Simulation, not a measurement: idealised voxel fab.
The name of this process module is voxel wiring stack.
It is cross-section cut that appears here, measuring 270 nm in width, its square cells being 5 nm in size.
Reading order for cross-sections: top band down to bottom band. Underlying form: a grid of square cells. Band size: one or more rows of cells. The entry gives the band's vertical extent as a top height and a bottom height in nm, then its horizontal make-up as materials from left to right, each with a width in nm. "air" stands for empty space; a single material marked "throughout" fills the band edge to edge. Measure heights from 0. That's the level where, below it, the as-received wafer is all one material. The lowest band is bottomless and extends downward; write it as in "0 -> down". Width spec "30 to 40" -> top row of cells at first value, bottom row at second value, equal per-row change in between. Where the words "same as before" appear for a step, the cross-section shows no cell changed by that step; every cell remained as before. Closed-off voids of 8+ cells (no open route to the top) go in "Trapped cavities", written width x height at distance from the left edge, in nm. Anything after a step's settings on that line? It's the simulator's own note about the step. The optional step-line setting "overlay nm" applies to steps with a mask and quantifies how far to the right of its planned location the mask lay, a negative value indicating leftward placement. Read each pair as before and after one process step. The after cross-section shows only down to the lowest band that changed. The step between them and its settings are given below the pair. Pairs can come from different runs of this module on the same starting wafer. A pair continues from the pair above only where its "Before step" entry says so.

BEFORE STEP
	55 -> 45: SiO2 throughout
	45 -> 40: SiCN throughout
	40 -> 35: 100 nm lowk | 25 nm TiN | 20 nm lowk | 25 nm TiN | 100 nm lowk
	35 -> 10: W throughout
	10 -> 0: SiO2 throughout
	0 -> down: Si throughout
	Trapped cavities: none

SECTION AFTER PROCESSING
	65 -> 55: aC throughout
	Nothing below the height 55 has changed.
	Trapped cavities: none
The two cross-sections above bracket this step: DIRECTIONAL_DEP with material aC, thk nm 10

Before step: the state before this step is the cross-section shown after the step in the pair just above.

SECTION AFTER PROCESSING
	90 -> 65: 100 nm resist | 15 nm air | 155 nm resist
	Nothing below the height 65 has changed.
	Trapped cavities: none
The two cross-sections above bracket this step: PATTERN with tone open, mask id PLUG_1, material resist, width nm 15, thk nm 25, overlay nm 0

Before step: the state before this step is the cross-section shown after the step in the pair just above.

SECTION AFTER PROCESSING
	80 -> 65: 100 nm resist | 15 nm air | 155 nm resist
	65 -> 55: 100 nm aC | 15 nm air | 155 nm aC
	Nothing below the height 55 has changed.
	Trapped cavities: none
The two cross-sections above bracket this step: DIRECTIONAL_ETCH with etch materials aC, depth nm 10

Before step: the state before this step is the cross-section shown after the step in the pair just above.

SECTION AFTER PROCESSING
	65 -> 55: 100 nm aC | 15 nm air | 155 nm aC
	Nothing below the height 55 has changed.
	Trapped cavities: none
The two cross-sections above bracket this step: STRIP with etch materials resist

Before step: the state before this step is the cross-section shown after the step in the pair just above.

SECTION AFTER PROCESSING
	65 -> 55: 100 nm aC | 15 nm air | 155 nm aC
	55 -> 45: 100 nm SiO2 | 15 nm air | 155 nm SiO2
	Nothing below the height 45 has changed.
	Trapped cavities: none
The two cross-sections above bracket this step: DIRECTIONAL_ETCH with etch materials SiO2, depth nm 10

Before step: the state before this step is the cross-section shown after the step in the pair just above.

SECTION AFTER PROCESSING
	65 -> 55: 100 nm aC | 15 nm air | 155 nm aC
	55 -> 45: 100 nm SiO2 | 15 nm air | 155 nm SiO2
	45 -> 40: 100 nm SiCN | 15 nm air | 155 nm SiCN
	Nothing below the height 40 has changed.
	Trapped cavities: none
The two cross-sections above bracket this step: DIRECTIONAL_ETCH with etch materials SiCN, depth nm 5

Before step: the state before this step is the cross-section shown after the step in the pair just above.

SECTION AFTER PROCESSING
	55 -> 45: 100 nm SiO2 | 15 nm air | 155 nm SiO2
	Nothing below the height 45 has changed.
	Trapped cavities: none
The two cross-sections above bracket this step: STRIP with etch materials aC

Before step: the state before this step is the cross-section shown after the step in the pair just above.

SECTION AFTER PROCESSING
	55 -> 50: 100 nm SiO2 | 15 nm air | 155 nm SiO2
	50 -> 45: 100 nm SiO2 | 15 nm Ru | 155 nm SiO2
	45 -> 40: 100 nm SiCN | 15 nm Ru | 155 nm SiCN
	Nothing below the height 40 has changed.
	Trapped cavities: none
The two cross-sections above bracket this step: EPI with material Ru, thk nm 10

Before step: the state before this step is the cross-section shown after the step in the pair just above.

SECTION AFTER PROCESSING
	55 -> 45: 100 nm SiO2 | 15 nm Ru | 155 nm SiO2
	Nothing below the height 45 has changed.
	Trapped cavities: none
The two cross-sections above bracket this step: EPI with material Ru, thk nm 5

Before step: the state before this step is the cross-section shown after the step in the pair just above.

SECTION AFTER PROCESSING
	60 -> 55: SiN throughout
	Nothing below the height 55 has changed.
	Trapped cavities: none
The two cross-sections above bracket this step: CONFORMAL_DEP with material SiN, thk nm 5

Before step: the state before this step is the cross-section shown after the step in the pair just above.

SECTION AFTER PROCESSING
	85 -> 60: lowk throughout
	Nothing below the height 60 has changed.
	Trapped cavities: none
The two cross-sections above bracket this step: DIRECTIONAL_DEP with material lowk, thk nm 25

Before step: the state before this step is the cross-section shown after the step in the pair just above.

SECTION AFTER PROCESSING
	100 -> 85: aC throughout
	Nothing below the height 85 has changed.
	Trapped cavities: none
The two cross-sections above bracket this step: DIRECTIONAL_DEP with material aC, thk nm 15

Before step: the state before this step is the cross-section shown after the step in the pair just above.

SECTION AFTER PROCESSING
	130 -> 100: 100 nm resist | 25 nm air | 20 nm resist | 25 nm air | 100 nm resist
	Nothing below the height 100 has changed.
	Trapped cavities: none
The two cross-sections above bracket this step: PATTERN with tone open, mask id METAL_2, material resist, width nm 25, pitch nm 45, thk nm 30, overlay nm 0

Before step: the state before this step is the cross-section shown after the step in the pair just above.

SECTION AFTER PROCESSING
	115 -> 100: 100 nm resist | 25 nm air | 20 nm resist | 25 nm air | 100 nm resist
	100 -> 85: 100 nm aC | 25 nm air | 20 nm aC | 25 nm air | 100 nm aC
	Nothing below the height 85 has changed.
	Trapped cavities: none
The two cross-sections above bracket this step: DIRECTIONAL_ETCH with etch materials aC, depth nm 15

Before step: the state before this step is the cross-section shown after the step in the pair just above.

SECTION AFTER PROCESSING
	100 -> 85: 100 nm aC | 25 nm air | 20 nm aC | 25 nm air | 100 nm aC
	Nothing below the height 85 has changed.
	Trapped cavities: none
The two cross-sections above bracket this step: STRIP with etch materials resist

Before step: the state before this step is the cross-section shown after the step in the pair just above.

SECTION AFTER PROCESSING
	100 -> 85: 100 nm aC | 25 nm air | 20 nm aC | 25 nm air | 100 nm aC
	85 -> 60: 100 nm lowk | 25 nm air | 20 nm lowk | 25 nm air | 100 nm lowk
	Nothing below the height 60 has changed.
	Trapped cavities: none
The two cross-sections above bracket this step: DIRECTIONAL_ETCH with etch materials lowk, depth nm 25

Before step: the state before this step is the cross-section shown after the step in the pair just above.

SECTION AFTER PROCESSING
	100 -> 85: 100 nm aC | 25 nm air | 20 nm aC | 25 nm air | 100 nm aC
	85 -> 60: 100 nm lowk | 25 nm air | 20 nm lowk | 25 nm air | 100 nm lowk
	60 -> 55: 100 nm SiN | 25 nm air | 20 nm SiN | 25 nm air | 100 nm SiN
	Nothing below the height 55 has changed.
	Trapped cavities: none
The two cross-sections above bracket this step: DIRECTIONAL_ETCH with etch materials SiN, depth nm 5

Before step: the state before this step is the cross-section shown after the step in the pair just above.

SECTION AFTER PROCESSING
	85 -> 60: 100 nm lowk | 25 nm air | 20 nm lowk | 25 nm air | 100 nm lowk
	Nothing below the height 60 has changed.
	Trapped cavities: none
The two cross-sections above bracket this step: STRIP with etch materials aC

Before step: the state before this step is the cross-section shown after the step in the pair just above.

SECTION AFTER PROCESSING
	90 -> 85: 105 nm TiN | 15 nm air | 30 nm TiN | 15 nm air | 105 nm TiN
	85 -> 60: 100 nm lowk | 5 nm TiN | 15 nm air | 5 nm TiN | 20 nm lowk | 5 nm TiN | 15 nm air | 5 nm TiN | 100 nm lowk
	60 -> 55: 100 nm SiN | 25 nm TiN | 20 nm SiN | 25 nm TiN | 100 nm SiN
	Nothing below the height 55 has changed.
	Trapped cavities: none
The two cross-sections above bracket this step: CONFORMAL_DEP with material TiN, thk nm 5

Before step: the state before this step is the cross-section shown after the step in the pair just above.

SECTION AFTER PROCESSING
	95 -> 90: Ru throughout
	90 -> 85: 105 nm TiN | 15 nm Ru | 30 nm TiN | 15 nm Ru | 105 nm TiN
	85 -> 60: 100 nm lowk | 5 nm TiN | 15 nm Ru | 5 nm TiN | 20 nm lowk | 5 nm TiN | 15 nm Ru | 5 nm TiN | 100 nm lowk
	Nothing below the height 60 has changed.
	Trapped cavities: none
The two cross-sections above bracket this step: FILL_DEP with material Ru, thk nm 5

Before step: the state before this step is the cross-section shown after the step in the pair just above.

SECTION AFTER PROCESSING
	85 -> 60: 100 nm lowk | 5 nm TiN | 15 nm Ru | 5 nm TiN | 20 nm lowk | 5 nm TiN | 15 nm Ru | 5 nm TiN | 100 nm lowk
	Nothing below the height 60 has changed.
	Trapped cavities: none
The two cross-sections above bracket this step: CMP with height nm 85

Before step: the state before this step is the cross-section shown after the step in the pair just above.

SECTION AFTER PROCESSING
	90 -> 85: SiN throughout
	Nothing below the height 85 has changed.
	Trapped cavities: none
The two cross-sections above bracket this step: CONFORMAL_DEP with material SiN, thk nm 5

BEFORE STEP
	95 -> 90: Ru throughout
	90 -> 85: 105 nm TiN | 15 nm Ru | 30 nm TiN | 15 nm Ru | 105 nm TiN
	85 -> 60: 100 nm lowk | 5 nm TiN | 15 nm Ru | 5 nm TiN | 20 nm lowk | 5 nm TiN | 15 nm Ru | 5 nm TiN | 100 nm lowk
	60 -> 55: 100 nm SiN | 25 nm TiN | 20 nm SiN | 25 nm TiN | 100 nm SiN
	55 -> 45: 100 nm SiO2 | 15 nm Ru | 155 nm SiO2
	45 -> 40: 100 nm SiCN | 15 nm Ru | 155 nm SiCN
	40 -> 15: 100 nm lowk | 25 nm W | 20 nm lowk | 25 nm W | 100 nm lowk
	15 -> 10: 100 nm lowk | 25 nm TiN | 20 nm lowk | 25 nm TiN | 100 nm lowk
	10 -> 0: SiO2 throughout
	0 -> down: Si throughout
	Trapped cavities: none

SECTION AFTER PROCESSING
	80 -> 60: 100 nm lowk | 5 nm TiN | 15 nm Ru | 5 nm TiN | 20 nm lowk | 5 nm TiN | 15 nm Ru | 5 nm TiN | 100 nm lowk
	Nothing below the height 60 has changed.
	Trapped cavities: none
The two cross-sections above bracket this step: CMP with height nm 80

Before step: the state before this step is the cross-section shown after the step in the pair just above.

SECTION AFTER PROCESSING
	85 -> 80: SiN throughout
	Nothing below the height 80 has changed.
	Trapped cavities: none
The two cross-sections above bracket this step: CONFORMAL_DEP with material SiN, thk nm 5

BEFORE STEP
	65 -> 55: aC throughout
	55 -> 45: SiO2 throughout
	45 -> 40: SiCN throughout
	40 -> 15: 100 nm lowk | 25 nm W | 20 nm lowk | 25 nm W | 100 nm lowk
	15 -> 10: 100 nm lowk | 25 nm TiN | 20 nm lowk | 25 nm TiN | 100 nm lowk
	10 -> 0: SiO2 throughout
	0 -> down: Si throughout
	Trapped cavities: none

SECTION AFTER PROCESSING
	90 -> 65: 95 nm resist | 25 nm air | 150 nm resist
	Nothing below the height 65 has changed.
	Trapped cavities: none
The two cross-sections above bracket this step: PATTERN with tone open, mask id PLUG_1, material resist, width nm 25, thk nm 25, overlay nm 0

Before step: the state before this step is the cross-section shown after the step in the pair just above.

SECTION AFTER PROCESSING
	80 -> 65: 95 nm resist | 25 nm air | 150 nm resist
	65 -> 55: 95 nm aC | 25 nm air | 150 nm aC
	Nothing below the height 55 has changed.
	Trapped cavities: none
The two cross-sections above bracket this step: DIRECTIONAL_ETCH with etch materials aC, depth nm 10

Before step: the state before this step is the cross-section shown after the step in the pair just above.

SECTION AFTER PROCESSING
	65 -> 55: 95 nm aC | 25 nm air | 150 nm aC
	Nothing below the height 55 has changed.
	Trapped cavities: none
The two cross-sections above bracket this step: STRIP with etch materials resist

Before step: the state before this step is the cross-section shown after the step in the pair just above.

SECTION AFTER PROCESSING
	65 -> 55: 95 nm aC | 25 nm air | 150 nm aC
	55 -> 45: 95 nm SiO2 | 25 nm air | 150 nm SiO2
	Nothing below the height 45 has changed.
	Trapped cavities: none
The two cross-sections above bracket this step: DIRECTIONAL_ETCH with etch materials SiO2, depth nm 10

Before step: the state before this step is the cross-section shown after the step in the pair just above.

SECTION AFTER PROCESSING
	65 -> 55: 95 nm aC | 25 nm air | 150 nm aC
	55 -> 45: 95 nm SiO2 | 25 nm air | 150 nm SiO2
	45 -> 40: 95 nm SiCN | 25 nm air | 150 nm SiCN
	Nothing below the height 40 has changed.
	Trapped cavities: none
The two cross-sections above bracket this step: DIRECTIONAL_ETCH with etch materials SiCN, depth nm 5

Before step: the state before this step is the cross-section shown after the step in the pair just above.

SECTION AFTER PROCESSING
	55 -> 45: 95 nm SiO2 | 25 nm air | 150 nm SiO2
	Nothing below the height 45 has changed.
	Trapped cavities: none
The two cross-sections above bracket this step: STRIP with etch materials aC

Before step: the state before this step is the cross-section shown after the step in the pair just above.

SECTION AFTER PROCESSING
	55 -> 50: 95 nm SiO2 | 25 nm air | 150 nm SiO2
	50 -> 45: 95 nm SiO2 | 25 nm Ru | 150 nm SiO2
	45 -> 40: 95 nm SiCN | 25 nm Ru | 150 nm SiCN
	Nothing below the height 40 has changed.
	Trapped cavities: none
The two cross-sections above bracket this step: EPI with material Ru, thk nm 10

Before step: the state before this step is the cross-section shown after the step in the pair just above.

SECTION AFTER PROCESSING
	55 -> 45: 95 nm SiO2 | 25 nm Ru | 150 nm SiO2
	Nothing below the height 45 has changed.
	Trapped cavities: none
The two cross-sections above bracket this step: EPI with material Ru, thk nm 5

Before step: the state before this step is the cross-section shown after the step in the pair just above.

SECTION AFTER PROCESSING
	60 -> 55: SiN throughout
	Nothing below the height 55 has changed.
	Trapped cavities: none
The two cross-sections above bracket this step: CONFORMAL_DEP with material SiN, thk nm 5

Before step: the state before this step is the cross-section shown after the step in the pair just above.

SECTION AFTER PROCESSING
	85 -> 60: lowk throughout
	Nothing below the height 60 has changed.
	Trapped cavities: none
The two cross-sections above bracket this step: DIRECTIONAL_DEP with material lowk, thk nm 25

Before step: the state before this step is the cross-section shown after the step in the pair just above.

SECTION AFTER PROCESSING
	100 -> 85: aC throughout
	Nothing below the height 85 has changed.
	Trapped cavities: none
The two cross-sections above bracket this step: DIRECTIONAL_DEP with material aC, thk nm 15

Before step: the state before this step is the cross-section shown after the step in the pair just above.

SECTION AFTER PROCESSING
	130 -> 100: 100 nm resist | 25 nm air | 20 nm resist | 25 nm air | 100 nm resist
	Nothing below the height 100 has changed.
	Trapped cavities: none
The two cross-sections above bracket this step: PATTERN with tone open, mask id METAL_2, material resist, width nm 25, pitch nm 45, thk nm 30, overlay nm 0

Before step: the state before this step is the cross-section shown after the step in the pair just above.

SECTION AFTER PROCESSING
	115 -> 100: 100 nm resist | 25 nm air | 20 nm resist | 25 nm air | 100 nm resist
	100 -> 85: 100 nm aC | 25 nm air | 20 nm aC | 25 nm air | 100 nm aC
	Nothing below the height 85 has changed.
	Trapped cavities: none
The two cross-sections above bracket this step: DIRECTIONAL_ETCH with etch materials aC, depth nm 15

Before step: the state before this step is the cross-section shown after the step in the pair just above.

SECTION AFTER PROCESSING
	100 -> 85: 100 nm aC | 25 nm air | 20 nm aC | 25 nm air | 100 nm aC
	Nothing below the height 85 has changed.
	Trapped cavities: none
The two cross-sections above bracket this step: STRIP with etch materials resist

Before step: the state before this step is the cross-section shown after the step in the pair just above.

SECTION AFTER PROCESSING
	100 -> 85: 100 nm aC | 25 nm air | 20 nm aC | 25 nm air | 100 nm aC
	85 -> 60: 100 nm lowk | 25 nm air | 20 nm lowk | 25 nm air | 100 nm lowk
	Nothing below the height 60 has changed.
	Trapped cavities: none
The two cross-sections above bracket this step: DIRECTIONAL_ETCH with etch materials lowk, depth nm 25

Before step: the state before this step is the cross-section shown after the step in the pair just above.

SECTION AFTER PROCESSING
	100 -> 85: 100 nm aC | 25 nm air | 20 nm aC | 25 nm air | 100 nm aC
	85 -> 60: 100 nm lowk | 25 nm air | 20 nm lowk | 25 nm air | 100 nm lowk
	60 -> 55: 100 nm SiN | 25 nm air | 20 nm SiN | 25 nm air | 100 nm SiN
	Nothing below the height 55 has changed.
	Trapped cavities: none
The two cross-sections above bracket this step: DIRECTIONAL_ETCH with etch materials SiN, depth nm 5

Before step: the state before this step is the cross-section shown after the step in the pair just above.

SECTION AFTER PROCESSING
	85 -> 60: 100 nm lowk | 25 nm air | 20 nm lowk | 25 nm air | 100 nm lowk
	Nothing below the height 60 has changed.
	Trapped cavities: none
The two cross-sections above bracket this step: STRIP with etch materials aC

Before step: the state before this step is the cross-section shown after the step in the pair just above.

SECTION AFTER PROCESSING
	90 -> 85: 105 nm TiN | 15 nm air | 30 nm TiN | 15 nm air | 105 nm TiN
	85 -> 60: 100 nm lowk | 5 nm TiN | 15 nm air | 5 nm TiN | 20 nm lowk | 5 nm TiN | 15 nm air | 5 nm TiN | 100 nm lowk
	60 -> 55: 100 nm SiN | 25 nm TiN | 20 nm SiN | 25 nm TiN | 100 nm SiN
	Nothing below the height 55 has changed.
	Trapped cavities: none
The two cross-sections above bracket this step: CONFORMAL_DEP with material TiN, thk nm 5

Before step: the state before this step is the cross-section shown after the step in the pair just above.

SECTION AFTER PROCESSING
	95 -> 90: Ru throughout
	90 -> 85: 105 nm TiN | 15 nm Ru | 30 nm TiN | 15 nm Ru | 105 nm TiN
	85 -> 60: 100 nm lowk | 5 nm TiN | 15 nm Ru | 5 nm TiN | 20 nm lowk | 5 nm TiN | 15 nm Ru | 5 nm TiN | 100 nm lowk
	Nothing below the height 60 has changed.
	Trapped cavities: none
The two cross-sections above bracket this step: FILL_DEP with material Ru, thk nm 5

Before step: the state before this step is the cross-section shown after the step in the pair just above.

SECTION AFTER PROCESSING
	85 -> 60: 100 nm lowk | 5 nm TiN | 15 nm Ru | 5 nm TiN | 20 nm lowk | 5 nm TiN | 15 nm Ru | 5 nm TiN | 100 nm lowk
	Nothing below the height 60 has changed.
	Trapped cavities: none
The two cross-sections above bracket this step: CMP with height nm 85

Before step: the state before this step is the cross-section shown after the step in the pair just above.

SECTION AFTER PROCESSING
	90 -> 85: SiN throughout
	Nothing below the height 85 has changed.
	Trapped cavities: none
The two cross-sections above bracket this step: CONFORMAL_DEP with material SiN, thk nm 5

BEFORE STEP
	100 -> 85: aC throughout
	85 -> 60: lowk throughout
	60 -> 55: SiN throughout
	55 -> 45: 100 nm SiO2 | 15 nm Ru | 155 nm SiO2
	45 -> 40: 100 nm SiCN | 15 nm Ru | 155 nm SiCN
	40 -> 15: 100 nm lowk | 25 nm W | 20 nm lowk | 25 nm W | 100 nm lowk
	15 -> 10: 100 nm lowk | 25 nm TiN | 20 nm lowk | 25 nm TiN | 100 nm lowk
	10 -> 0: SiO2 throughout
	0 -> down: Si throughout
	Trapped cavities: none

SECTION AFTER PROCESSING
	130 -> 100: 95 nm resist | 25 nm air | 20 nm resist | 25 nm air | 105 nm resist
	Nothing below the height 100 has changed.
	Trapped cavities: none
The two cross-sections above bracket this step: PATTERN with tone open, mask id METAL_2, material resist, width nm 25, pitch nm 45, thk nm 30, overlay nm -5

Before step: the state before this step is the cross-section shown after the step in the pair just above.

SECTION AFTER PROCESSING
	115 -> 100: 95 nm resist | 25 nm air | 20 nm resist | 25 nm air | 105 nm resist
	100 -> 85: 95 nm aC | 25 nm air | 20 nm aC | 25 nm air | 105 nm aC
	Nothing below the height 85 has changed.
	Trapped cavities: none
The two cross-sections above bracket this step: DIRECTIONAL_ETCH with etch materials aC, depth nm 15

Before step: the state before this step is the cross-section shown after the step in the pair just above.

SECTION AFTER PROCESSING
	100 -> 85: 95 nm aC | 25 nm air | 20 nm aC | 25 nm air | 105 nm aC
	Nothing below the height 85 has changed.
	Trapped cavities: none
The two cross-sections above bracket this step: STRIP with etch materials resist

Before step: the state before this step is the cross-section shown after the step in the pair just above.

SECTION AFTER PROCESSING
	100 -> 85: 95 nm aC | 25 nm air | 20 nm aC | 25 nm air | 105 nm aC
	85 -> 60: 95 nm lowk | 25 nm air | 20 nm lowk | 25 nm air | 105 nm lowk
	Nothing below the height 60 has changed.
	Trapped cavities: none
The two cross-sections above bracket this step: DIRECTIONAL_ETCH with etch materials lowk, depth nm 25

Before step: the state before this step is the cross-section shown after the step in the pair just above.

SECTION AFTER PROCESSING
	100 -> 85: 95 nm aC | 25 nm air | 20 nm aC | 25 nm air | 105 nm aC
	85 -> 60: 95 nm lowk | 25 nm air | 20 nm lowk | 25 nm air | 105 nm lowk
	60 -> 55: 95 nm SiN | 25 nm air | 20 nm SiN | 25 nm air | 105 nm SiN
	Nothing below the height 55 has changed.
	Trapped cavities: none
The two cross-sections above bracket this step: DIRECTIONAL_ETCH with etch materials SiN, depth nm 5

Before step: the state before this step is the cross-section shown after the step in the pair just above.

SECTION AFTER PROCESSING
	85 -> 60: 95 nm lowk | 25 nm air | 20 nm lowk | 25 nm air | 105 nm lowk
	Nothing below the height 60 has changed.
	Trapped cavities: none
The two cross-sections above bracket this step: STRIP with etch materials aC

Before step: the state before this step is the cross-section shown after the step in the pair just above.

SECTION AFTER PROCESSING
	90 -> 85: 100 nm TiN | 15 nm air | 30 nm TiN | 15 nm air | 110 nm TiN
	85 -> 60: 95 nm lowk | 5 nm TiN | 15 nm air | 5 nm TiN | 20 nm lowk | 5 nm TiN | 15 nm air | 5 nm TiN | 105 nm lowk
	60 -> 55: 95 nm SiN | 25 nm TiN | 20 nm SiN | 25 nm TiN | 105 nm SiN
	Nothing below the height 55 has changed.
	Trapped cavities: none
The two cross-sections above bracket this step: CONFORMAL_DEP with material TiN, thk nm 5

Before step: the state before this step is the cross-section shown after the step in the pair just above.

SECTION AFTER PROCESSING
	95 -> 90: Ru throughout
	90 -> 85: 100 nm TiN | 15 nm Ru | 30 nm TiN | 15 nm Ru | 110 nm TiN
	85 -> 60: 95 nm lowk | 5 nm TiN | 15 nm Ru | 5 nm TiN | 20 nm lowk | 5 nm TiN | 15 nm Ru | 5 nm TiN | 105 nm lowk
	Nothing below the height 60 has changed.
	Trapped cavities: none
The two cross-sections above bracket this step: FILL_DEP with material Ru, thk nm 5

Before step: the state before this step is the cross-section shown after the step in the pair just above.

SECTION AFTER PROCESSING
	85 -> 60: 95 nm lowk | 5 nm TiN | 15 nm Ru | 5 nm TiN | 20 nm lowk | 5 nm TiN | 15 nm Ru | 5 nm TiN | 105 nm lowk
	Nothing below the height 60 has changed.
	Trapped cavities: none
The two cross-sections above bracket this step: CMP with height nm 85

Before step: the state before this step is the cross-section shown after the step in the pair just above.

SECTION AFTER PROCESSING
	90 -> 85: SiN throughout
	Nothing below the height 85 has changed.
	Trapped cavities: none
The two cross-sections above bracket this step: CONFORMAL_DEP with material SiN, thk nm 5

BEFORE STEP
	85 -> 60: 100 nm lowk | 5 nm TiN | 15 nm Ru | 5 nm TiN | 20 nm lowk | 5 nm TiN | 15 nm Ru | 5 nm TiN | 100 nm lowk
	60 -> 55: 100 nm SiN | 25 nm TiN | 20 nm SiN | 25 nm TiN | 100 nm SiN
	55 -> 45: 100 nm SiO2 | 15 nm Ru | 155 nm SiO2
	45 -> 40: 100 nm SiCN | 15 nm Ru | 155 nm SiCN
	40 -> 15: 100 nm lowk | 25 nm W | 20 nm lowk | 25 nm W | 100 nm lowk
	15 -> 10: 100 nm lowk | 25 nm TiN | 20 nm lowk | 25 nm TiN | 100 nm lowk
	10 -> 0: SiO2 throughout
	0 -> down: Si throughout
	Trapped cavities: none

SECTION AFTER PROCESSING
	90 -> 85: SiCN throughout
	Nothing below the height 85 has changed.
	Trapped cavities: none
The two cross-sections above bracket this step: CONFORMAL_DEP with material SiCN, thk nm 5

BEFORE STEP
	55 -> 40: aC throughout
	40 -> 15: W throughout
	15 -> 10: TiN throughout
	10 -> 0: SiO2 throughout
	0 -> down: Si throughout
	Trapped cavities: none

SECTION AFTER PROCESSING
	85 -> 55: 100 nm resist | 25 nm air | 20 nm resist | 25 nm air | 100 nm resist
	Nothing below the height 55 has changed.
	Trapped cavities: none
The two cross-sections above bracket this step: PATTERN with tone open, mask id METAL_1, material resist, width nm 25, pitch nm 45, thk nm 30, overlay nm 0

Before step: the state before this step is the cross-section shown after the step in the pair just above.

SECTION AFTER PROCESSING
	70 -> 55: 100 nm resist | 25 nm air | 20 nm resist | 25 nm air | 100 nm resist
	55 -> 40: 100 nm aC | 25 nm air | 20 nm aC | 25 nm air | 100 nm aC
	Nothing below the height 40 has changed.
	Trapped cavities: none
The two cross-sections above bracket this step: DIRECTIONAL_ETCH with etch materials aC, depth nm 15

Before step: the state before this step is the cross-section shown after the step in the pair just above.

SECTION AFTER PROCESSING
	55 -> 40: 100 nm aC | 25 nm air | 20 nm aC | 25 nm air | 100 nm aC
	Nothing below the height 40 has changed.
	Trapped cavities: none
The two cross-sections above bracket this step: STRIP with etch materials resist

Before step: the state before this step is the cross-section shown after the step in the pair just above.

SECTION AFTER PROCESSING
	55 -> 40: 100 nm aC | 25 nm air | 20 nm aC | 25 nm air | 100 nm aC
	40 -> 15: 100 nm W | 25 nm air | 20 nm W | 25 nm air | 100 nm W
	Nothing below the height 15 has changed.
	Trapped cavities: none
The two cross-sections above bracket this step: DIRECTIONAL_ETCH with etch materials W, depth nm 25

Before step: the state before this step is the cross-section shown after the step in the pair just above.

SECTION AFTER PROCESSING
	55 -> 40: 100 nm aC | 25 nm air | 20 nm aC | 25 nm air | 100 nm aC
	40 -> 15: 100 nm W | 25 nm air | 20 nm W | 25 nm air | 100 nm W
	15 -> 10: 100 nm TiN | 25 nm air | 20 nm TiN | 25 nm air | 100 nm TiN
	Nothing below the height 10 has changed.
	Trapped cavities: none
The two cross-sections above bracket this step: DIRECTIONAL_ETCH with etch materials TiN, depth nm 5

Before step: the state before this step is the cross-section shown after the step in the pair just above.

SECTION AFTER PROCESSING
	40 -> 15: 100 nm W | 25 nm air | 20 nm W | 25 nm air | 100 nm W
	Nothing below the height 15 has changed.
	Trapped cavities: none
The two cross-sections above bracket this step: STRIP with etch materials aC

Before step: the state before this step is the cross-section shown after the step in the pair just above.

SECTION AFTER PROCESSING
	50 -> 40: lowk throughout
	40 -> 15: 100 nm W | 25 nm lowk | 20 nm W | 25 nm lowk | 100 nm W
	15 -> 10: 100 nm TiN | 25 nm lowk | 20 nm TiN | 25 nm lowk | 100 nm TiN
	Nothing below the height 10 has changed.
	Trapped cavities: none
The two cross-sections above bracket this step: FILL_DEP with material lowk, thk nm 10

Before step: the state before this step is the cross-section shown after the step in the pair just above.

SECTION AFTER PROCESSING
	40 -> 15: 100 nm W | 25 nm lowk | 20 nm W | 25 nm lowk | 100 nm W
	Nothing below the height 15 has changed.
	Trapped cavities: none
The two cross-sections above bracket this step: CMP with height nm 40

Before step: the state before this step is the cross-section shown after the step in the pair just above.

SECTION AFTER PROCESSING
	45 -> 40: SiCN throughout
	Nothing below the height 40 has changed.
	Trapped cavities: none
The two cross-sections above bracket this step: CONFORMAL_DEP with material SiCN, thk nm 5

Before step: the state before this step is the cross-section shown after the step in the pair just above.

SECTION AFTER PROCESSING
	55 -> 45: SiO2 throughout
	Nothing below the height 45 has changed.
	Trapped cavities: none
The two cross-sections above bracket this step: DIRECTIONAL_DEP with material SiO2, thk nm 10

Before step: the state before this step is the cross-section shown after the step in the pair just above.

SECTION AFTER PROCESSING
	65 -> 55: aC throughout
	Nothing below the height 55 has changed.
	Trapped cavities: none
The two cross-sections above bracket this step: DIRECTIONAL_DEP with material aC, thk nm 10

Before step: the state before this step is the cross-section shown after the step in the pair just above.

SECTION AFTER PROCESSING
	90 -> 65: 100 nm resist | 15 nm air | 155 nm resist
	Nothing below the height 65 has changed.
	Trapped cavities: none
The two cross-sections above bracket this step: PATTERN with tone open, mask id PLUG_1, material resist, width nm 15, thk nm 25, overlay nm 0

Before step: the state before this step is the cross-section shown after the step in the pair just above.

SECTION AFTER PROCESSING
	80 -> 65: 100 nm resist | 15 nm air | 155 nm resist
	65 -> 55: 100 nm aC | 15 nm air | 155 nm aC
	Nothing below the height 55 has changed.
	Trapped cavities: none
The two cross-sections above bracket this step: DIRECTIONAL_ETCH with etch materials aC, depth nm 10

Before step: the state before this step is the cross-section shown after the step in the pair just above.

SECTION AFTER PROCESSING
	65 -> 55: 100 nm aC | 15 nm air | 155 nm aC
	Nothing below the height 55 has changed.
	Trapped cavities: none
The two cross-sections above bracket this step: STRIP with etch materials resist

Before step: the state before this step is the cross-section shown after the step in the pair just above.

SECTION AFTER PROCESSING
	65 -> 55: 100 nm aC | 15 nm air | 155 nm aC
	55 -> 45: 100 nm SiO2 | 15 nm air | 155 nm SiO2
	Nothing below the height 45 has changed.
	Trapped cavities: none
The two cross-sections above bracket this step: DIRECTIONAL_ETCH with etch materials SiO2, depth nm 10

Before step: the state before this step is the cross-section shown after the step in the pair just above.

SECTION AFTER PROCESSING
	65 -> 55: 100 nm aC | 15 nm air | 155 nm aC
	55 -> 45: 100 nm SiO2 | 15 nm air | 155 nm SiO2
	45 -> 40: 100 nm SiCN | 15 nm air | 155 nm SiCN
	Nothing below the height 40 has changed.
	Trapped cavities: none
The two cross-sections above bracket this step: DIRECTIONAL_ETCH with etch materials SiCN, depth nm 5

Before step: the state before this step is the cross-section shown after the step in the pair just above.

SECTION AFTER PROCESSING
	55 -> 45: 100 nm SiO2 | 15 nm air | 155 nm SiO2
	Nothing below the height 45 has changed.
	Trapped cavities: none
The two cross-sections above bracket this step: STRIP with etch materials aC

Before step: the state before this step is the cross-section shown after the step in the pair just above.

SECTION AFTER PROCESSING
	60 -> 55: 105 nm SiN | 5 nm air | 160 nm SiN
	55 -> 45: 100 nm SiO2 | 5 nm SiN | 5 nm air | 5 nm SiN | 155 nm SiO2
	45 -> 40: 100 nm SiCN | 15 nm SiN | 155 nm SiCN
	Nothing below the height 40 has changed.
	Trapped cavities: none
The two cross-sections above bracket this step: CONFORMAL_DEP with material SiN, thk nm 5

Before step: the state before this step is the cross-section shown after the step in the pair just above.

SECTION AFTER PROCESSING
	85 -> 70: 105 nm lowk | 5 nm air | 160 nm lowk
	70 -> 60: lowk throughout
	60 -> 55: 105 nm SiN | 5 nm lowk | 160 nm SiN
	55 -> 45: 100 nm SiO2 | 5 nm SiN | 5 nm lowk | 5 nm SiN | 155 nm SiO2
	Nothing below the height 45 has changed.
	Trapped cavities: none
The two cross-sections above bracket this step: DIRECTIONAL_DEP with material lowk, thk nm 25
